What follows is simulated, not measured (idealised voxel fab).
voxel transistor to metal: a process module
Pictured: cross-section cut, 270 nm wide, on a grid of 5 nm square cells.
How to read a cross-section here: the picture is a grid of square cells, written as bands going from the top down, and any band can span one or more rows of cells. Band: top and bottom heights (nm) first, top before bottom; then materials from left to right, widths in nm. "all across" marks a sole material filling the band edge to edge. "blank" denotes empty space. For the purposes of this specification, 0 denotes the height below which the wafer in its as-received condition is composed wholly of one material, and the lowermost band, lacking a lower limit, extends downward without end, as expressed in "0..down". The expression "30->40" gives the width at the extremes of the band, the first number at its top row of cells and the second at its bottom row, with the width changing by equal amounts from each row to the next in between. Where the words "same as before" appear for a step, the cross-section shows no cell changed by that step; every cell remained as before. Listed in "Entrapped voids": every empty space of 8 or more cells without an open way to the top. Form: width x height at distance, the distance being from the left edge, all in nm. On each step's line, the part that comes after the settings is the simulator's own comment on the step. On any step carrying a mask, the "overlay nm" setting, if present on the step's line, tells how far right of its planned place the mask lay; negative values point to the left.
## Process steps foreseen in the plan
1,RECEIVE | material Si
2,CONFORMAL_DEP | material SiO2 | thk nm 5
3,CONFORMAL_DEP | material SiN | thk nm 10
4,MASKED_ETCH | tone cover | mask id ACTIVE | width nm 100 | pitch nm 130 | etch materials SiN | depth nm 10 | overlay nm 0
5,MASKED_ETCH | tone cover | mask id ACTIVE | width nm 100 | pitch nm 130 | etch materials SiO2 | depth nm 5 | overlay nm 0
6,MASKED_ETCH | tone cover | mask id ACTIVE | width nm 100 | pitch nm 130 | etch materials Si | depth nm 25 | overlay nm 0
7,OXIDIZE | depth nm 5
8,FILL_DEP | material SiO2 | thk nm 10
9,CMP | height nm 15
10,SELECTIVE_ETCH | etch materials SiO2 | depth nm 5
11,STRIP | etch materials SiN
12,SELECTIVE_ETCH | etch materials SiO2 | depth nm 5
13,OXIDIZE | depth nm 5
14,DIRECTIONAL_DEP | material polySi | thk nm 30
15,DIRECTIONAL_DEP | material SiCN | thk nm 10
16,DIRECTIONAL_DEP | material aC | thk nm 15
17,PATTERN | tone cover | mask id GATE | material resist | width nm 30 | pitch nm 130 | thk nm 30 | overlay nm 0
18,DIRECTIONAL_ETCH | etch materials aC | depth nm 15
19,STRIP | etch materials resist
20,DIRECTIONAL_ETCH | etch materials SiCN | depth nm 20
21,DIRECTIONAL_ETCH | etch materials polySi | depth nm 40
22,STRIP | etch materials aC
23,CONFORMAL_DEP | material SiN | thk nm 10
24,DIRECTIONAL_ETCH | etch materials SiN | depth nm 10
25,DIRECTIONAL_ETCH | etch materials SiO2 | depth nm 5
26,DIRECTIONAL_ETCH | etch materials Si | depth nm 10
27,EPI | material pSi | thk nm 10
28,FILL_DEP | material SiO2 | thk nm 10
29,CMP | height nm 30
30,STRIP | etch materials polySi
31,SELECTIVE_ETCH | etch materials SiO2 | depth nm 5
32,CONFORMAL_DEP | material HfO2 | thk nm 5
33,CONFORMAL_DEP | material TiN | thk nm 5
34,FILL_DEP | material W | thk nm 5
35,CMP | height nm 25
36,DIRECTIONAL_DEP | material SiO2 | thk nm 15
37,PATTERN | tone open | mask id CONTACT | material resist | width nm 15 | thk nm 20 | overlay nm 0
38,DIRECTIONAL_ETCH | etch materials SiO2 | depth nm 45
39,STRIP | etch materials resist
40,CONFORMAL_DEP | material TiN | thk nm 5
41,FILL_DEP | material Ru | thk nm 5
42,CMP | height nm 40
43,CONFORMAL_DEP | material SiCN | thk nm 5
44,DIRECTIONAL_DEP | material lowk | thk nm 15
45,MASKED_ETCH | tone open | mask id METAL_1 | width nm 15 | etch materials lowk | depth nm 15 | overlay nm 0
46,MASKED_ETCH | tone open | mask id METAL_1 | width nm 15 | etch materials SiCN | depth nm 5 | overlay nm 0
47,CONFORMAL_DEP | material TiN | thk nm 5
48,FILL_DEP | material Cu | thk nm 5
49,CMP | height nm 60
50,CONFORMAL_DEP | material SiCN | thk nm 5
51,DIRECTIONAL_DEP | material SiO2 | thk nm 35
52,PATTERN | tone open | mask id METAL_2 | material resist | width nm 15 | pitch nm 130 | thk nm 15 | overlay nm 0
53,DIRECTIONAL_ETCH | etch materials SiO2 | depth nm 20
54,STRIP | etch materials resist
55,DIRECTIONAL_DEP | material aC | thk nm 10
56,PATTERN | tone open | mask id METAL_2_HOLES | material resist | width nm 15 | pitch nm 130 | thk nm 30 | overlay nm 0
57,DIRECTIONAL_ETCH | etch materials aC | depth nm 10
58,STRIP | etch materials resist
59,DIRECTIONAL_ETCH | etch materials SiO2 | depth nm 15
60,DIRECTIONAL_ETCH | etch materials SiCN | depth nm 5
61,STRIP | etch materials aC
62,CONFORMAL_DEP | material TiN | thk nm 5
63,FILL_DEP | material Ru | thk nm 5
64,CMP | height nm 100
65,CONFORMAL_DEP | material SiN | thk nm 5
## As-received state of the wafer in cross-section, equivalent to post-step 1
    0..down: Si all across
    Entrapped voids: none
## Wafer cross-section at end of module: start and plan as shown above, one execution error
    105..100: SiN all across
    100..65: SiO2 25 nm / TiN 5 nm / Ru 5 nm / TiN 5 nm / SiO2 115 nm / TiN 5 nm / Ru 5 nm / TiN 5 nm / SiO2 100 nm
    65..60: SiCN 25 nm / TiN 15 nm / SiCN 115 nm / TiN 15 nm / SiCN 100 nm
    60..45: lowk 25 nm / TiN 5 nm / Cu 5 nm / TiN 5 nm / lowk 60 nm / TiN 5 nm / Cu 5 nm / TiN 5 nm / lowk 40 nm / TiN 5 nm / Cu 5 nm / TiN 5 nm / lowk 60 nm / TiN 5 nm / Cu 5 nm / TiN 5 nm / lowk 25 nm
    45..40: SiCN 25 nm / TiN 15 nm / SiCN 60 nm / TiN 15 nm / SiCN 40 nm / TiN 15 nm / SiCN 60 nm / TiN 15 nm / SiCN 25 nm
    40..25: SiO2 25 nm / TiN 5 nm / Ru 5 nm / TiN 5 nm / SiO2 60 nm / TiN 5 nm / Ru 5 nm / TiN 5 nm / SiO2 40 nm / TiN 5 nm / Ru 5 nm / TiN 5 nm / SiO2 60 nm / TiN 5 nm / Ru 5 nm / TiN 5 nm / SiO2 25 nm
    25..10: SiO2 25 nm / TiN 5 nm / Ru 5 nm / TiN 5 nm / SiO2 5 nm / SiN 10 nm / TiN 5 nm / HfO2 5 nm / W 10 nm / HfO2 5 nm / TiN 5 nm / SiN 10 nm / SiO2 5 nm / TiN 5 nm / Ru 5 nm / TiN 5 nm / SiO2 40 nm / TiN 5 nm / Ru 5 nm / TiN 5 nm / SiO2 5 nm / SiN 10 nm / TiN 5 nm / HfO2 5 nm / W 10 nm / HfO2 5 nm / TiN 5 nm / SiN 10 nm / SiO2 5 nm / TiN 5 nm / Ru 5 nm / TiN 5 nm / SiO2 25 nm
    10..5: SiO2 25 nm / TiN 15 nm / SiO2 5 nm / SiN 10 nm / TiN 5 nm / HfO2 5 nm / W 10 nm / HfO2 5 nm / TiN 5 nm / SiN 10 nm / SiO2 5 nm / TiN 15 nm / SiO2 40 nm / TiN 15 nm / SiO2 5 nm / SiN 10 nm / TiN 5 nm / HfO2 5 nm / W 10 nm / HfO2 5 nm / TiN 5 nm / SiN 10 nm / SiO2 5 nm / TiN 15 nm / SiO2 25 nm
    5..0: SiO2 15 nm / SiN 10 nm / TiN 10 nm / pSi 10 nm / SiN 10 nm / TiN 5 nm / HfO2 20 nm / TiN 5 nm / SiN 10 nm / pSi 10 nm / TiN 10 nm / SiN 10 nm / SiO2 20 nm / SiN 10 nm / TiN 10 nm / pSi 10 nm / SiN 10 nm / TiN 5 nm / HfO2 20 nm / TiN 5 nm / SiN 10 nm / pSi 10 nm / TiN 10 nm / SiN 10 nm / SiO2 15 nm
    0..-5: SiO2 25 nm / TiN 10 nm / pSi 10 nm / SiO2 5 nm / TiN 40 nm / SiO2 5 nm / pSi 10 nm / TiN 10 nm / SiO2 40 nm / TiN 10 nm / pSi 10 nm / SiO2 5 nm / TiN 40 nm / SiO2 5 nm / pSi 10 nm / TiN 10 nm / SiO2 25 nm
    -5..-15: SiO2 25 nm / pSi 20 nm / Si 50 nm / pSi 20 nm / SiO2 40 nm / pSi 20 nm / Si 50 nm / pSi 20 nm / SiO2 25 nm
    -15..-30: SiO2 25 nm / Si 90 nm / SiO2 40 nm / Si 90 nm / SiO2 25 nm
    -30..down: Si all across
    Entrapped voids: none
Short version of what went wrong: deviation from plan: step 33 and step 32 executed in one another's positions
